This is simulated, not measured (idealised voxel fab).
Process module name: voxel self aligned contacts
FYI the section here is cut, 225 nm wide, cells are 5 nm squares.
Cross-section = grid of square cells, listed top down in bands; band = one or more rows. Read a band's entry like this: the first values are the height of its top and the height of its bottom in nm, and what follows is the sequence of materials from left to right, each with its width in nm. Note that "empty" is empty space, and that a single material marked "full width" reaches across the band from edge to edge. Beneath 0, the wafer as received is one material, and that level is where height counting begins. The lowest band goes on downward without a bottom; it is written like "0 nm and below". A two-number width, for instance "30..40", indicates that the width is equal to the first number in the top row of the band and to the second number in the bottom row, and that it changes by a constant amount per row of cells. Reading "nothing was modified" for a step: not a cell of the cross-section changed in it. Under "Closed void listing" you'll find the enclosed gaps, the ones with no way out to the top, that are 8 cells or bigger; each reads width x height at distance, with distance counted from the left edge, everything in nm. Where a step's line continues beyond its settings, the continuation is a remark by the simulator itself on that step. overlay nm: mask offset rightward from planned place, masked step; negative means leftward offset.
[Here's what the planned process steps look like]
1: RECEIVE with material Si
2: OXIDIZE with depth nm 5
3: DIRECTIONAL_DEP with material polySi, thk nm 20
4: DIRECTIONAL_DEP with material SiN, thk nm 25
5: DIRECTIONAL_DEP with material aC, thk nm 10
6: PATTERN with tone cover, mask id GATE, material resist, width nm 25, pitch nm 70, thk nm 25, overlay nm 0
7: DIRECTIONAL_ETCH with etch materials aC, depth nm 10
8: STRIP with etch materials resist
9: DIRECTIONAL_ETCH with etch materials SiN, depth nm 25
10: DIRECTIONAL_ETCH with etch materials polySi, depth nm 20
11: STRIP with etch materials aC
12: CONFORMAL_DEP with material SiN, thk nm 10
13: DIRECTIONAL_ETCH with etch materials SiN, depth nm 10
14: FILL_DEP with material SiO2, thk nm 15
15: CMP with height nm 50
16: DIRECTIONAL_DEP with material aC, thk nm 10
17: PATTERN with tone open, mask id CONTACT, material resist, width nm 45, pitch nm 70, thk nm 30, overlay nm 0
18: DIRECTIONAL_ETCH with etch materials aC, depth nm 10
19: STRIP with etch materials resist
20: DIRECTIONAL_ETCH with etch materials SiO2, depth nm 55
21: STRIP with etch materials aC
22: CONFORMAL_DEP with material TiN, thk nm 5
23: FILL_DEP with material Ru, thk nm 10
24: CMP with height nm 50
25: CONFORMAL_DEP with material SiN, thk nm 5
Split variable: width nm, step 17. Plan value = first wafer. Wafers start alike.
[Here's the first of the wafers in cross-section, just as we got it, i.e. after step 1]
	0 nm and below  Si full width
	Closed void listing: none
[End of module: cross-section of the first of several wafers after step 25, the last step]
	55 nm to 50 nm  SiN full width
	50 nm to 45 nm  55 SiO2, 15 TiN, 15 Ru, 15 TiN, 25 SiO2, 15 TiN, 15 Ru, 15 TiN, 55 SiO2
	45 nm to 20 nm  20 SiO2, 45 SiN, 5 TiN, 15 Ru, 5 TiN, 45 SiN, 5 TiN, 15 Ru, 5 TiN, 45 SiN, 20 SiO2
	20 nm to 0 nm  20 SiO2, 10 SiN, 25 polySi, 10 SiN, 5 TiN, 15 Ru, 5 TiN, 10 SiN, 25 polySi, 10 SiN, 5 TiN, 15 Ru, 5 TiN, 10 SiN, 25 polySi, 10 SiN, 20 SiO2
	0 nm to -5 nm  65 SiO2, 25 TiN, 45 SiO2, 25 TiN, 65 SiO2
	-5 nm and below  Si full width
	Closed void listing: none
[So this is the cross-section on the last wafer at the end of the module]
	55 nm to 50 nm  SiN full width
	50 nm to 45 nm  50 SiO2, 20 TiN, 15 Ru, 20 TiN, 15 SiO2, 20 TiN, 15 Ru, 20 TiN, 50 SiO2
	45 nm to 20 nm  20 SiO2, 45 SiN, 5 TiN, 15 Ru, 5 TiN, 45 SiN, 5 TiN, 15 Ru, 5 TiN, 45 SiN, 20 SiO2
	20 nm to 0 nm  20 SiO2, 10 SiN, 25 polySi, 10 SiN, 5 TiN, 15 Ru, 5 TiN, 10 SiN, 25 polySi, 10 SiN, 5 TiN, 15 Ru, 5 TiN, 10 SiN, 25 polySi, 10 SiN, 20 SiO2
	0 nm to -5 nm  65 SiO2, 25 TiN, 45 SiO2, 25 TiN, 65 SiO2
	-5 nm and below  Si full width
	Closed void listing: none
[For your reference, the table is organized with a row per wafer; each row reflects the wafer at the end of the module, indicating for each material the cells gained (+) or lost (-) since receipt, and thereafter its closed voids]
width nm 45 | +60 Ru | -45 Si | +228 SiN | +134 SiO2 | +58 TiN | +60 polySi | Closed void listing: none
width nm 50 | +60 Ru | -45 Si | +228 SiN | +132 SiO2 | +60 TiN | +60 polySi | Closed void listing: none
width nm 55 | +60 Ru | -45 Si | +228 SiN | +130 SiO2 | +62 TiN | +60 polySi | Closed void listing: none
